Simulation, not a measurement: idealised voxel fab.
The name of this process module is voxel self aligned contacts.
cross-section cut | 275 nm wide | cells 5 nm
Throughout this document, each cross-section is represented as a grid of square cells and is presented as a sequence of bands enumerated from the top downward, where a band comprises one or more rows of cells. Within each band entry, the heights of the top and of the bottom of the band appear first, in that order and in nm; the materials of the band then follow from left to right, each with its corresponding width in nm. The designation "all across" on a single material indicates that it fills the band from edge to edge; the designation "blank" indicates empty space. It should be noted that heights are counted from 0, beneath which the wafer as supplied is of one material throughout, and that the lowest band possesses no lower boundary but continues downward, as written in "0 down". Read "30->40" as a graded width: first number on top, second number at the bottom, same change between each pair of neighbouring rows. Where the words "no alterations made" appear for a step, the cross-section shows no cell changed by that step; every cell remained as before. Look at "Enclosed internal cavities" for the closed voids: empty spaces with no open path to the top, sized 8 cells or up. Each is width x height at distance, distance from the left edge, all nm. Post-settings text on a step line: simulator's own remark regarding the step. Steps that use a mask can have "overlay nm" on their line. It says how far the mask sat to the right of where it was meant to be. Negative means to the left. Note on reading: below, each pair holds a cross-section from before one process step and one from after it; the one from after shows only down to the lowest band that changed. Beneath the pair, the step in between is stated along with its settings. The pairs can stem from different runs of this module on the same starting wafer. Where a pair's entry headed "Pre-step" says so, and only there, that pair continues from the pair above it.

-- Pre-step
    0 down  Si all across
    Enclosed internal cavities: none

-- As Processed
    0 to -5  SiO2 all across
    Note: structure below -5 unchanged.
    Enclosed internal cavities: none
It is this step that lies between the two cross-sections above: OXIDIZE (depth nm 5)

Pre-step: Reference is made to the cross-section shown after the step in the pair directly above, which represents the state prior to this step.

-- As Processed
    25 to 0  polySi all across
    Note: structure below 0 unchanged.
    Enclosed internal cavities: none
It is this step that lies between the two cross-sections above: DIRECTIONAL_DEP (material polySi; thk nm 25)

Pre-step: Reference is made to the cross-section shown after the step in the pair directly above, which represents the state prior to this step.

-- As Processed
    40 to 25  SiN all across
    Note: structure below 25 unchanged.
    Enclosed internal cavities: none
It is this step that lies between the two cross-sections above: DIRECTIONAL_DEP (material SiN; thk nm 15)

Pre-step: Reference is made to the cross-section shown after the step in the pair directly above, which represents the state prior to this step.

-- As Processed
    50 to 40  aC all across
    Note: structure below 40 unchanged.
    Enclosed internal cavities: none
It is this step that lies between the two cross-sections above: DIRECTIONAL_DEP (material aC; thk nm 10)

Pre-step: Reference is made to the cross-section shown after the step in the pair directly above, which represents the state prior to this step.

-- As Processed
    75 to 50  blank 85  resist 35  blank 30  resist 35  blank 90
    Note: structure below 50 unchanged.
    Enclosed internal cavities: none
It is this step that lies between the two cross-sections above: PATTERN (tone cover; mask id GATE; material resist; width nm 35; pitch nm 65; thk nm 25; overlay nm 0)

Pre-step: Reference is made to the cross-section shown after the step in the pair directly above, which represents the state prior to this step.

-- As Processed
    65 to 50  blank 85  resist 35  blank 30  resist 35  blank 90
    50 to 40  blank 85  aC 35  blank 30  aC 35  blank 90
    Note: structure below 40 unchanged.
    Enclosed internal cavities: none
It is this step that lies between the two cross-sections above: DIRECTIONAL_ETCH (etch materials aC; depth nm 10)

Pre-step: Reference is made to the cross-section shown after the step in the pair directly above, which represents the state prior to this step.

-- As Processed
    50 to 40  blank 85  aC 35  blank 30  aC 35  blank 90
    Note: structure below 40 unchanged.
    Enclosed internal cavities: none
It is this step that lies between the two cross-sections above: STRIP (etch materials resist)

Pre-step: Reference is made to the cross-section shown after the step in the pair directly above, which represents the state prior to this step.

-- As Processed
    50 to 40  blank 85  aC 35  blank 30  aC 35  blank 90
    40 to 25  blank 85  SiN 35  blank 30  SiN 35  blank 90
    Note: structure below 25 unchanged.
    Enclosed internal cavities: none
It is this step that lies between the two cross-sections above: DIRECTIONAL_ETCH (etch materials SiN; depth nm 15)

Pre-step: Reference is made to the cross-section shown after the step in the pair directly above, which represents the state prior to this step.

-- As Processed
    50 to 40  blank 85  aC 35  blank 30  aC 35  blank 90
    40 to 25  blank 85  SiN 35  blank 30  SiN 35  blank 90
    25 to 0  blank 85  polySi 35  blank 30  polySi 35  blank 90
    Note: structure below 0 unchanged.
    Enclosed internal cavities: none
It is this step that lies between the two cross-sections above: DIRECTIONAL_ETCH (etch materials polySi; depth nm 25)

Pre-step: Reference is made to the cross-section shown after the step in the pair directly above, which represents the state prior to this step.

-- As Processed
    40 to 25  blank 85  SiN 35  blank 30  SiN 35  blank 90
    Note: structure below 25 unchanged.
    Enclosed internal cavities: none
It is this step that lies between the two cross-sections above: STRIP (etch materials aC)

Pre-step: Reference is made to the cross-section shown after the step in the pair directly above, which represents the state prior to this step.

-- As Processed
    45 to 25  blank 80  SiN 45  blank 20  SiN 45  blank 85
    25 to 5  blank 80  SiN 5  polySi 35  SiN 5  blank 20  SiN 5  polySi 35  SiN 5  blank 85
    5 to 0  SiN 85  polySi 35  SiN 30  polySi 35  SiN 90
    Note: structure below 0 unchanged.
    Enclosed internal cavities: none
It is this step that lies between the two cross-sections above: CONFORMAL_DEP (material SiN; thk nm 5)

Pre-step: Reference is made to the cross-section shown after the step in the pair directly above, which represents the state prior to this step.

-- As Processed
    40 to 25  blank 80  SiN 45  blank 20  SiN 45  blank 85
    25 to 0  blank 80  SiN 5  polySi 35  SiN 5  blank 20  SiN 5  polySi 35  SiN 5  blank 85
    Note: structure below 0 unchanged.
    Enclosed internal cavities: none
It is this step that lies between the two cross-sections above: DIRECTIONAL_ETCH (etch materials SiN; depth nm 5)

Pre-step: Reference is made to the cross-section shown after the step in the pair directly above, which represents the state prior to this step.

-- As Processed
    60 to 40  SiO2 all across
    40 to 25  SiO2 80  SiN 45  SiO2 20  SiN 45  SiO2 85
    25 to 0  SiO2 80  SiN 5  polySi 35  SiN 5  SiO2 20  SiN 5  polySi 35  SiN 5  SiO2 85
    Note: structure below 0 unchanged.
    Enclosed internal cavities: none
It is this step that lies between the two cross-sections above: FILL_DEP (material SiO2; thk nm 20)

Pre-step: Reference is made to the cross-section shown after the step in the pair directly above, which represents the state prior to this step.

-- As Processed
    50 to 40  SiO2 all across
    Note: structure below 40 unchanged.
    Enclosed internal cavities: none
It is this step that lies between the two cross-sections above: CMP (height nm 50)

Pre-step: Reference is made to the cross-section shown after the step in the pair directly above, which represents the state prior to this step.

-- As Processed
    65 to 50  aC all across
    Note: structure below 50 unchanged.
    Enclosed internal cavities: none
It is this step that lies between the two cross-sections above: DIRECTIONAL_DEP (material aC; thk nm 15)

Pre-step: Reference is made to the cross-section shown after the step in the pair directly above, which represents the state prior to this step.

-- As Processed
    100 to 65  resist 110  blank 50  resist 115
    Note: structure below 65 unchanged.
    Enclosed internal cavities: none
It is this step that lies between the two cross-sections above: PATTERN (tone open; mask id CONTACT; material resist; width nm 50; thk nm 35; overlay nm 0)

Pre-step: Reference is made to the cross-section shown after the step in the pair directly above, which represents the state prior to this step.

-- As Processed
    85 to 65  resist 110  blank 50  resist 115
    65 to 50  aC 110  blank 50  aC 115
    Note: structure below 50 unchanged.
    Enclosed internal cavities: none
It is this step that lies between the two cross-sections above: DIRECTIONAL_ETCH (etch materials aC; depth nm 15)

Pre-step: Reference is made to the cross-section shown after the step in the pair directly above, which represents the state prior to this step.

-- As Processed
    65 to 50  aC 110  blank 50  aC 115
    Note: structure below 50 unchanged.
    Enclosed internal cavities: none
It is this step that lies between the two cross-sections above: STRIP (etch materials resist)

Pre-step: Reference is made to the cross-section shown after the step in the pair directly above, which represents the state prior to this step.

-- As Processed
    65 to 50  aC 110  blank 50  aC 115
    50 to 40  SiO2 110  blank 50  SiO2 115
    40 to 25  SiO2 80  SiN 45  blank 20  SiN 45  SiO2 85
    25 to 0  SiO2 80  SiN 5  polySi 35  SiN 5  blank 20  SiN 5  polySi 35  SiN 5  SiO2 85
    0 to -5  SiO2 125  blank 20  SiO2 130
    Note: structure below -5 unchanged.
    Enclosed internal cavities: none
It is this step that lies between the two cross-sections above: DIRECTIONAL_ETCH (etch materials SiO2; depth nm 55)

Pre-step: Reference is made to the cross-section shown after the step in the pair directly above, which represents the state prior to this step.

-- As Processed
    50 to 40  SiO2 110  blank 50  SiO2 115
    Note: structure below 40 unchanged.
    Enclosed internal cavities: none
It is this step that lies between the two cross-sections above: STRIP (etch materials aC)

Pre-step: Reference is made to the cross-section shown after the step in the pair directly above, which represents the state prior to this step.

-- As Processed
    55 to 50  TiN 115  blank 40  TiN 120
    50 to 40  SiO2 110  TiN 5->20  blank 40->10  TiN 5->20  SiO2 115
    40 to 25  SiO2 80  SiN 45  TiN 5  blank 10  TiN 5  SiN 45  SiO2 85
    25 to 0  SiO2 80  SiN 5  polySi 35  SiN 5  TiN 5  blank 10  TiN 5  SiN 5  polySi 35  SiN 5  SiO2 85
    0 to -5  SiO2 125  TiN 20  SiO2 130
    Note: structure below -5 unchanged.
    Enclosed internal cavities: none
It is this step that lies between the two cross-sections above: CONFORMAL_DEP (material TiN; thk nm 5)

Pre-step: Reference is made to the cross-section shown after the step in the pair directly above, which represents the state prior to this step.

-- As Processed
    60 to 55  Ru all across
    55 to 50  TiN 115  Ru 40  TiN 120
    50 to 40  SiO2 110  TiN 5->20  Ru 40->10  TiN 5->20  SiO2 115
    40 to 25  SiO2 80  SiN 45  TiN 5  Ru 10  TiN 5  SiN 45  SiO2 85
    25 to 0  SiO2 80  SiN 5  polySi 35  SiN 5  TiN 5  Ru 10  TiN 5  SiN 5  polySi 35  SiN 5  SiO2 85
    Note: structure below 0 unchanged.
    Enclosed internal cavities: none
It is this step that lies between the two cross-sections above: FILL_DEP (material Ru; thk nm 5)

Pre-step: Reference is made to the cross-section shown after the step in the pair directly above, which represents the state prior to this step.

-- As Processed
    50 to 40  SiO2 110  TiN 5->20  Ru 40->10  TiN 5->20  SiO2 115
    Note: structure below 40 unchanged.
    Enclosed internal cavities: none
It is this step that lies between the two cross-sections above: CMP (height nm 50)

Pre-step: Reference is made to the cross-section shown after the step in the pair directly above, which represents the state prior to this step.

-- As Processed
    55 to 50  SiN all across
    Note: structure below 50 unchanged.
    Enclosed internal cavities: none
It is this step that lies between the two cross-sections above: CONFORMAL_DEP (material SiN; thk nm 5)

-- Pre-step
    0 down  Si all across
    Enclosed internal cavities: none

-- As Processed
    25 to 0  polySi all across
    Note: structure below 0 unchanged.
    Enclosed internal cavities: none
It is this step that lies between the two cross-sections above: DIRECTIONAL_DEP (material polySi; thk nm 25)

Pre-step: Reference is made to the cross-section shown after the step in the pair directly above, which represents the state prior to this step.

-- As Processed
    40 to 25  SiN all across
    Note: structure below 25 unchanged.
    Enclosed internal cavities: none
It is this step that lies between the two cross-sections above: DIRECTIONAL_DEP (material SiN; thk nm 15)

Pre-step: Reference is made to the cross-section shown after the step in the pair directly above, which represents the state prior to this step.

-- As Processed
    50 to 40  aC all across
    Note: structure below 40 unchanged.
    Enclosed internal cavities: none
It is this step that lies between the two cross-sections above: DIRECTIONAL_DEP (material aC; thk nm 10)

Pre-step: Reference is made to the cross-section shown after the step in the pair directly above, which represents the state prior to this step.

-- As Processed
    75 to 50  blank 85  resist 35  blank 30  resist 35  blank 90
    Note: structure below 50 unchanged.
    Enclosed internal cavities: none
It is this step that lies between the two cross-sections above: PATTERN (tone cover; mask id GATE; material resist; width nm 35; pitch nm 65; thk nm 25; overlay nm 0)

Pre-step: Reference is made to the cross-section shown after the step in the pair directly above, which represents the state prior to this step.

-- As Processed
    65 to 50  blank 85  resist 35  blank 30  resist 35  blank 90
    50 to 40  blank 85  aC 35  blank 30  aC 35  blank 90
    Note: structure below 40 unchanged.
    Enclosed internal cavities: none
It is this step that lies between the two cross-sections above: DIRECTIONAL_ETCH (etch materials aC; depth nm 10)

Pre-step: Reference is made to the cross-section shown after the step in the pair directly above, which represents the state prior to this step.

-- As Processed
    50 to 40  blank 85  aC 35  blank 30  aC 35  blank 90
    Note: structure below 40 unchanged.
    Enclosed internal cavities: none
It is this step that lies between the two cross-sections above: STRIP (etch materials resist)

Pre-step: Reference is made to the cross-section shown after the step in the pair directly above, which represents the state prior to this step.

-- As Processed
    50 to 40  blank 85  aC 35  blank 30  aC 35  blank 90
    40 to 25  blank 85  SiN 35  blank 30  SiN 35  blank 90
    Note: structure below 25 unchanged.
    Enclosed internal cavities: none
It is this step that lies between the two cross-sections above: DIRECTIONAL_ETCH (etch materials SiN; depth nm 15)

Pre-step: Reference is made to the cross-section shown after the step in the pair directly above, which represents the state prior to this step.

-- As Processed
    50 to 40  blank 85  aC 35  blank 30  aC 35  blank 90
    40 to 25  blank 85  SiN 35  blank 30  SiN 35  blank 90
    25 to 0  blank 85  polySi 35  blank 30  polySi 35  blank 90
    Note: structure below 0 unchanged.
    Enclosed internal cavities: none
It is this step that lies between the two cross-sections above: DIRECTIONAL_ETCH (etch materials polySi; depth nm 25)

Pre-step: Reference is made to the cross-section shown after the step in the pair directly above, which represents the state prior to this step.

-- As Processed
    40 to 25  blank 85  SiN 35  blank 30  SiN 35  blank 90
    Note: structure below 25 unchanged.
    Enclosed internal cavities: none
It is this step that lies between the two cross-sections above: STRIP (etch materials aC)

Pre-step: Reference is made to the cross-section shown after the step in the pair directly above, which represents the state prior to this step.

-- As Processed
    45 to 25  blank 80  SiN 45  blank 20  SiN 45  blank 85
    25 to 5  blank 80  SiN 5  polySi 35  SiN 5  blank 20  SiN 5  polySi 35  SiN 5  blank 85
    5 to 0  SiN 85  polySi 35  SiN 30  polySi 35  SiN 90
    Note: structure below 0 unchanged.
    Enclosed internal cavities: none
It is this step that lies between the two cross-sections above: CONFORMAL_DEP (material SiN; thk nm 5)

Pre-step: Reference is made to the cross-section shown after the step in the pair directly above, which represents the state prior to this step.

-- As Processed
    40 to 25  blank 80  SiN 45  blank 20  SiN 45  blank 85
    25 to 0  blank 80  SiN 5  polySi 35  SiN 5  blank 20  SiN 5  polySi 35  SiN 5  blank 85
    Note: structure below 0 unchanged.
    Enclosed internal cavities: none
It is this step that lies between the two cross-sections above: DIRECTIONAL_ETCH (etch materials SiN; depth nm 5)

Pre-step: Reference is made to the cross-section shown after the step in the pair directly above, which represents the state prior to this step.

-- As Processed
    60 to 40  SiO2 all across
    40 to 25  SiO2 80  SiN 45  SiO2 20  SiN 45  SiO2 85
    25 to 0  SiO2 80  SiN 5  polySi 35  SiN 5  SiO2 20  SiN 5  polySi 35  SiN 5  SiO2 85
    Note: structure below 0 unchanged.
    Enclosed internal cavities: none
It is this step that lies between the two cross-sections above: FILL_DEP (material SiO2; thk nm 20)

Pre-step: Reference is made to the cross-section shown after the step in the pair directly above, which represents the state prior to this step.

-- As Processed
    50 to 40  SiO2 all across
    Note: structure below 40 unchanged.
    Enclosed internal cavities: none
It is this step that lies between the two cross-sections above: CMP (height nm 50)

Pre-step: Reference is made to the cross-section shown after the step in the pair directly above, which represents the state prior to this step.

-- As Processed
    65 to 50  aC all across
    Note: structure below 50 unchanged.
    Enclosed internal cavities: none
It is this step that lies between the two cross-sections above: DIRECTIONAL_DEP (material aC; thk nm 15)

Pre-step: Reference is made to the cross-section shown after the step in the pair directly above, which represents the state prior to this step.

-- As Processed
    100 to 65  resist 110  blank 50  resist 115
    Note: structure below 65 unchanged.
    Enclosed internal cavities: none
It is this step that lies between the two cross-sections above: PATTERN (tone open; mask id CONTACT; material resist; width nm 50; thk nm 35; overlay nm 0)

Pre-step: Reference is made to the cross-section shown after the step in the pair directly above, which represents the state prior to this step.

-- As Processed
    85 to 65  resist 110  blank 50  resist 115
    65 to 50  aC 110  blank 50  aC 115
    Note: structure below 50 unchanged.
    Enclosed internal cavities: none
It is this step that lies between the two cross-sections above: DIRECTIONAL_ETCH (etch materials aC; depth nm 15)

Pre-step: Reference is made to the cross-section shown after the step in the pair directly above, which represents the state prior to this step.

-- As Processed
    65 to 50  aC 110  blank 50  aC 115
    Note: structure below 50 unchanged.
    Enclosed internal cavities: none
It is this step that lies between the two cross-sections above: STRIP (etch materials resist)

Pre-step: Reference is made to the cross-section shown after the step in the pair directly above, which represents the state prior to this step.

-- As Processed
    65 to 50  aC 110  blank 50  aC 115
    50 to 40  SiO2 110  blank 50  SiO2 115
    40 to 25  SiO2 80  SiN 45  blank 20  SiN 45  SiO2 85
    25 to 0  SiO2 80  SiN 5  polySi 35  SiN 5  blank 20  SiN 5  polySi 35  SiN 5  SiO2 85
    Note: structure below 0 unchanged.
    Enclosed internal cavities: none
It is this step that lies between the two cross-sections above: DIRECTIONAL_ETCH (etch materials SiO2; depth nm 55)

Pre-step: Reference is made to the cross-section shown after the step in the pair directly above, which represents the state prior to this step.

-- As Processed
    50 to 40  SiO2 110  blank 50  SiO2 115
    Note: structure below 40 unchanged.
    Enclosed internal cavities: none
It is this step that lies between the two cross-sections above: STRIP (etch materials aC)

Pre-step: Reference is made to the cross-section shown after the step in the pair directly above, which represents the state prior to this step.

-- As Processed
    55 to 50  TiN 115  blank 40  TiN 120
    50 to 40  SiO2 110  TiN 5->20  blank 40->10  TiN 5->20  SiO2 115
    40 to 25  SiO2 80  SiN 45  TiN 5  blank 10  TiN 5  SiN 45  SiO2 85
    25 to 5  SiO2 80  SiN 5  polySi 35  SiN 5  TiN 5  blank 10  TiN 5  SiN 5  polySi 35  SiN 5  SiO2 85
    5 to 0  SiO2 80  SiN 5  polySi 35  SiN 5  TiN 20  SiN 5  polySi 35  SiN 5  SiO2 85
    Note: structure below 0 unchanged.
    Enclosed internal cavities: none
It is this step that lies between the two cross-sections above: CONFORMAL_DEP (material TiN; thk nm 5)

Pre-step: Reference is made to the cross-section shown after the step in the pair directly above, which represents the state prior to this step.

-- As Processed
    60 to 55  Ru all across
    55 to 50  TiN 115  Ru 40  TiN 120
    50 to 40  SiO2 110  TiN 5->20  Ru 40->10  TiN 5->20  SiO2 115
    40 to 25  SiO2 80  SiN 45  TiN 5  Ru 10  TiN 5  SiN 45  SiO2 85
    25 to 5  SiO2 80  SiN 5  polySi 35  SiN 5  TiN 5  Ru 10  TiN 5  SiN 5  polySi 35  SiN 5  SiO2 85
    Note: structure below 5 unchanged.
    Enclosed internal cavities: none
It is this step that lies between the two cross-sections above: FILL_DEP (material Ru; thk nm 5)

Pre-step: Reference is made to the cross-section shown after the step in the pair directly above, which represents the state prior to this step.

-- As Processed
    50 to 40  SiO2 110  TiN 5->20  Ru 40->10  TiN 5->20  SiO2 115
    Note: structure below 40 unchanged.
    Enclosed internal cavities: none
It is this step that lies between the two cross-sections above: CMP (height nm 50)

Pre-step: Reference is made to the cross-section shown after the step in the pair directly above, which represents the state prior to this step.

-- As Processed
    55 to 50  SiN all across
    Note: structure below 50 unchanged.
    Enclosed internal cavities: none
It is this step that lies between the two cross-sections above: CONFORMAL_DEP (material SiN; thk nm 5)

-- Pre-step
    40 to 25  SiN all across
    25 to 0  polySi all across
    0 to -5  SiO2 all across
    -5 down  Si all across
    Enclosed internal cavities: none

-- As Processed
    55 to 25  SiN all across
    Note: structure below 25 unchanged.
    Enclosed internal cavities: none
It is this step that lies between the two cross-sections above: DIRECTIONAL_DEP (material SiN; thk nm 15)

Pre-step: Reference is made to the cross-section shown after the step in the pair directly above, which represents the state prior to this step.

-- As Processed
    65 to 55  aC all across
    Note: structure below 55 unchanged.
    Enclosed internal cavities: none
It is this step that lies between the two cross-sections above: DIRECTIONAL_DEP (material aC; thk nm 10)

Pre-step: Reference is made to the cross-section shown after the step in the pair directly above, which represents the state prior to this step.

-- As Processed
    90 to 65  blank 85  resist 35  blank 30  resist 35  blank 90
    Note: structure below 65 unchanged.
    Enclosed internal cavities: none
It is this step that lies between the two cross-sections above: PATTERN (tone cover; mask id GATE; material resist; width nm 35; pitch nm 65; thk nm 25; overlay nm 0)

Pre-step: Reference is made to the cross-section shown after the step in the pair directly above, which represents the state prior to this step.

-- As Processed
    80 to 65  blank 85  resist 35  blank 30  resist 35  blank 90
    65 to 55  blank 85  aC 35  blank 30  aC 35  blank 90
    Note: structure below 55 unchanged.
    Enclosed internal cavities: none
It is this step that lies between the two cross-sections above: DIRECTIONAL_ETCH (etch materials aC; depth nm 10)

Pre-step: Reference is made to the cross-section shown after the step in the pair directly above, which represents the state prior to this step.

-- As Processed
    65 to 55  blank 85  aC 35  blank 30  aC 35  blank 90
    Note: structure below 55 unchanged.
    Enclosed internal cavities: none
It is this step that lies between the two cross-sections above: STRIP (etch materials resist)

Pre-step: Reference is made to the cross-section shown after the step in the pair directly above, which represents the state prior to this step.

-- As Processed
    65 to 55  blank 85  aC 35  blank 30  aC 35  blank 90
    55 to 40  blank 85  SiN 35  blank 30  SiN 35  blank 90
    Note: structure below 40 unchanged.
    Enclosed internal cavities: none
It is this step that lies between the two cross-sections above: DIRECTIONAL_ETCH (etch materials SiN; depth nm 15)

Pre-step: Reference is made to the cross-section shown after the step in the pair directly above, which represents the state prior to this step.

-- As Processed
    55 to 40  blank 85  SiN 35  blank 30  SiN 35  blank 90
    Note: structure below 40 unchanged.
    Enclosed internal cavities: none
It is this step that lies between the two cross-sections above: STRIP (etch materials aC)

Pre-step: Reference is made to the cross-section shown after the step in the pair directly above, which represents the state prior to this step.

-- As Processed
    60 to 45  blank 80  SiN 45  blank 20  SiN 45  blank 85
    45 to 25  SiN all across
    Note: structure below 25 unchanged.
    Enclosed internal cavities: none
It is this step that lies between the two cross-sections above: CONFORMAL_DEP (material SiN; thk nm 5)

Pre-step: Reference is made to the cross-section shown after the step in the pair directly above, which represents the state prior to this step.

-- As Processed
    55 to 40  blank 80  SiN 45  blank 20  SiN 45  blank 85
    Note: structure below 40 unchanged.
    Enclosed internal cavities: none
It is this step that lies between the two cross-sections above: DIRECTIONAL_ETCH (etch materials SiN; depth nm 5)

Pre-step: Reference is made to the cross-section shown after the step in the pair directly above, which represents the state prior to this step.

-- As Processed
    75 to 55  SiO2 all across
    55 to 40  SiO2 80  SiN 45  SiO2 20  SiN 45  SiO2 85
    Note: structure below 40 unchanged.
    Enclosed internal cavities: none
It is this step that lies between the two cross-sections above: FILL_DEP (material SiO2; thk nm 20)

Pre-step: Reference is made to the cross-section shown after the step in the pair directly above, which represents the state prior to this step.

-- As Processed
    50 to 40  SiO2 80  SiN 45  SiO2 20  SiN 45  SiO2 85
    Note: structure below 40 unchanged.
    Enclosed internal cavities: none
It is this step that lies between the two cross-sections above: CMP (height nm 50)

Pre-step: Reference is made to the cross-section shown after the step in the pair directly above, which represents the state prior to this step.

-- As Processed
    65 to 50  aC all across
    Note: structure below 50 unchanged.
    Enclosed internal cavities: none
It is this step that lies between the two cross-sections above: DIRECTIONAL_DEP (material aC; thk nm 15)

Pre-step: Reference is made to the cross-section shown after the step in the pair directly above, which represents the state prior to this step.

-- As Processed
    100 to 65  resist 110  blank 50  resist 115
    Note: structure below 65 unchanged.
    Enclosed internal cavities: none
It is this step that lies between the two cross-sections above: PATTERN (tone open; mask id CONTACT; material resist; width nm 50; thk nm 35; overlay nm 0)

Pre-step: Reference is made to the cross-section shown after the step in the pair directly above, which represents the state prior to this step.

-- As Processed
    85 to 65  resist 110  blank 50  resist 115
    65 to 50  aC 110  blank 50  aC 115
    Note: structure below 50 unchanged.
    Enclosed internal cavities: none
It is this step that lies between the two cross-sections above: DIRECTIONAL_ETCH (etch materials aC; depth nm 15)

Pre-step: Reference is made to the cross-section shown after the step in the pair directly above, which represents the state prior to this step.

-- As Processed
    65 to 50  aC 110  blank 50  aC 115
    Note: structure below 50 unchanged.
    Enclosed internal cavities: none
It is this step that lies between the two cross-sections above: STRIP (etch materials resist)

Pre-step: Reference is made to the cross-section shown after the step in the pair directly above, which represents the state prior to this step.

-- As Processed
    65 to 50  aC 110  blank 50  aC 115
    50 to 40  SiO2 80  SiN 45  blank 20  SiN 45  SiO2 85
    Note: structure below 40 unchanged.
    Enclosed internal cavities: none
It is this step that lies between the two cross-sections above: DIRECTIONAL_ETCH (etch materials SiO2; depth nm 55)

Pre-step: Reference is made to the cross-section shown after the step in the pair directly above, which represents the state prior to this step.

-- As Processed
    50 to 40  SiO2 80  SiN 45  blank 20  SiN 45  SiO2 85
    Note: structure below 40 unchanged.
    Enclosed internal cavities: none
It is this step that lies between the two cross-sections above: STRIP (etch materials aC)

Pre-step: Reference is made to the cross-section shown after the step in the pair directly above, which represents the state prior to this step.

-- As Processed
    55 to 50  TiN 130  blank 10  TiN 135
    50 to 45  SiO2 80  SiN 45  TiN 5  blank 10  TiN 5  SiN 45  SiO2 85
    45 to 40  SiO2 80  SiN 45  TiN 20  SiN 45  SiO2 85
    Note: structure below 40 unchanged.
    Enclosed internal cavities: none
It is this step that lies between the two cross-sections above: CONFORMAL_DEP (material TiN; thk nm 5)

Pre-step: Reference is made to the cross-section shown after the step in the pair directly above, which represents the state prior to this step.

-- As Processed
    60 to 55  Ru all across
    55 to 50  TiN 130  Ru 10  TiN 135
    50 to 45  SiO2 80  SiN 45  TiN 5  Ru 10  TiN 5  SiN 45  SiO2 85
    Note: structure below 45 unchanged.
    Enclosed internal cavities: none
It is this step that lies between the two cross-sections above: FILL_DEP (material Ru; thk nm 5)

Pre-step: Reference is made to the cross-section shown after the step in the pair directly above, which represents the state prior to this step.

-- As Processed
    50 to 45  SiO2 80  SiN 45  TiN 5  Ru 10  TiN 5  SiN 45  SiO2 85
    Note: structure below 45 unchanged.
    Enclosed internal cavities: none
It is this step that lies between the two cross-sections above: CMP (height nm 50)

Pre-step: Reference is made to the cross-section shown after the step in the pair directly above, which represents the state prior to this step.

-- As Processed
    55 to 50  SiN all across
    Note: structure below 50 unchanged.
    Enclosed internal cavities: none
It is this step that lies between the two cross-sections above: CONFORMAL_DEP (material SiN; thk nm 5)

-- Pre-step
    40 to 25  blank 85  SiN 35  blank 30  SiN 35  blank 90
    25 to 0  blank 85  polySi 35  blank 30  polySi 35  blank 90
    0 to -5  SiO2 all across
    -5 down  Si all across
    Enclosed internal cavities: none

-- As Processed
    35 to 25  blank 85  SiN 35  blank 30  SiN 35  blank 90
    Note: structure below 25 unchanged.
    Enclosed internal cavities: none
It is this step that lies between the two cross-sections above: DIRECTIONAL_ETCH (etch materials SiN; depth nm 5)

Pre-step: Reference is made to the cross-section shown after the step in the pair directly above, which represents the state prior to this step.

-- As Processed
    40 to 25  blank 80  SiN 45  blank 20  SiN 45  blank 85
    25 to 5  blank 80  SiN 5  polySi 35  SiN 5  blank 20  SiN 5  polySi 35  SiN 5  blank 85
    5 to 0  SiN 85  polySi 35  SiN 30  polySi 35  SiN 90
    Note: structure below 0 unchanged.
    Enclosed internal cavities: none
It is this step that lies between the two cross-sections above: CONFORMAL_DEP (material SiN; thk nm 5)

Pre-step: Reference is made to the cross-section shown after the step in the pair directly above, which represents the state prior to this step.

-- As Processed
    60 to 40  SiO2 all across
    40 to 25  SiO2 80  SiN 45  SiO2 20  SiN 45  SiO2 85
    25 to 5  SiO2 80  SiN 5  polySi 35  SiN 5  SiO2 20  SiN 5  polySi 35  SiN 5  SiO2 85
    Note: structure below 5 unchanged.
    Enclosed internal cavities: none
It is this step that lies between the two cross-sections above: FILL_DEP (material SiO2; thk nm 20)

Pre-step: Reference is made to the cross-section shown after the step in the pair directly above, which represents the state prior to this step.

-- As Processed
    50 to 40  SiO2 all across
    Note: structure below 40 unchanged.
    Enclosed internal cavities: none
It is this step that lies between the two cross-sections above: CMP (height nm 50)

Pre-step: Reference is made to the cross-section shown after the step in the pair directly above, which represents the state prior to this step.

-- As Processed
    65 to 50  aC all across
    Note: structure below 50 unchanged.
    Enclosed internal cavities: none
It is this step that lies between the two cross-sections above: DIRECTIONAL_DEP (material aC; thk nm 15)

Pre-step: Reference is made to the cross-section shown after the step in the pair directly above, which represents the state prior to this step.

-- As Processed
    100 to 65  resist 110  blank 50  resist 115
    Note: structure below 65 unchanged.
    Enclosed internal cavities: none
It is this step that lies between the two cross-sections above: PATTERN (tone open; mask id CONTACT; material resist; width nm 50; thk nm 35; overlay nm 0)

Pre-step: Reference is made to the cross-section shown after the step in the pair directly above, which represents the state prior to this step.

-- As Processed
    85 to 65  resist 110  blank 50  resist 115
    65 to 50  aC 110  blank 50  aC 115
    Note: structure below 50 unchanged.
    Enclosed internal cavities: none
It is this step that lies between the two cross-sections above: DIRECTIONAL_ETCH (etch materials aC; depth nm 15)

Pre-step: Reference is made to the cross-section shown after the step in the pair directly above, which represents the state prior to this step.

-- As Processed
    65 to 50  aC 110  blank 50  aC 115
    Note: structure below 50 unchanged.
    Enclosed internal cavities: none
It is this step that lies between the two cross-sections above: STRIP (etch materials resist)

Pre-step: Reference is made to the cross-section shown after the step in the pair directly above, which represents the state prior to this step.

-- As Processed
    65 to 50  aC 110  blank 50  aC 115
    50 to 40  SiO2 110  blank 50  SiO2 115
    40 to 25  SiO2 80  SiN 45  blank 20  SiN 45  SiO2 85
    25 to 5  SiO2 80  SiN 5  polySi 35  SiN 5  blank 20  SiN 5  polySi 35  SiN 5  SiO2 85
    Note: structure below 5 unchanged.
    Enclosed internal cavities: none
It is this step that lies between the two cross-sections above: DIRECTIONAL_ETCH (etch materials SiO2; depth nm 55)

Pre-step: Reference is made to the cross-section shown after the step in the pair directly above, which represents the state prior to this step.

-- As Processed
    50 to 40  SiO2 110  blank 50  SiO2 115
    Note: structure below 40 unchanged.
    Enclosed internal cavities: none
It is this step that lies between the two cross-sections above: STRIP (etch materials aC)

Pre-step: Reference is made to the cross-section shown after the step in the pair directly above, which represents the state prior to this step.

-- As Processed
    55 to 50  TiN 115  blank 40  TiN 120
    50 to 40  SiO2 110  TiN 5->20  blank 40->10  TiN 5->20  SiO2 115
    40 to 25  SiO2 80  SiN 45  TiN 5  blank 10  TiN 5  SiN 45  SiO2 85
    25 to 10  SiO2 80  SiN 5  polySi 35  SiN 5  TiN 5  blank 10  TiN 5  SiN 5  polySi 35  SiN 5  SiO2 85
    10 to 5  SiO2 80  SiN 5  polySi 35  SiN 5  TiN 20  SiN 5  polySi 35  SiN 5  SiO2 85
    Note: structure below 5 unchanged.
    Enclosed internal cavities: none
It is this step that lies between the two cross-sections above: CONFORMAL_DEP (material TiN; thk nm 5)
